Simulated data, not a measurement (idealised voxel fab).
process module | voxel lift off
cross-section cut | 265 nm wide | cells 5 nm
A cross-section is a grid of square cells, given in bands from the top down. A band is one or more rows of cells.
Each band's line starts with the height of the band's top and of its bottom, in nm. Then come its materials from left to right, each with its width in nm. One material with "throughout" fills the band from edge to edge. "air" is empty space.
Height 0 is the level under which the wafer as received is all one material. The lowest band goes on downwards, as in "0 down".
A width such as "30 to 40" changes by the same amount from each row of cells to the next, from the band's top row to its bottom row.
"no change" after a step means that no cell of the cross-section changed.
closed voids: empty space of 8 cells or more with no open way to the top, each as width x height at its distance from the left edge, in nm
after a step's settings: what the simulator itself notes on the step
overlay nm, on a step with a mask: how far to the right of its planned place the mask lay; to the left if negative
plan
1 op RECEIVE | material Si
2 op CONFORMAL_DEP | material SiO2 | thk nm 5
3 op PATTERN | tone open | mask id LINES | material resist | width nm 30 | pitch nm 50 | thk nm 25 | overlay nm 0
4 op DIRECTIONAL_DEP | material Ru | thk nm 15
5 op STRIP | etch materials resist
6 op CONFORMAL_DEP | material SiN | thk nm 5
as received, after step 1
  0 down: Si throughout
  closed voids: none
a wafer at the end: this start, this plan, one mistake
  10 to 5: SiN throughout
  5 to 0: SiO2 throughout
  0 down: Si throughout
  closed voids: none
what went wrong: step 4 was left out
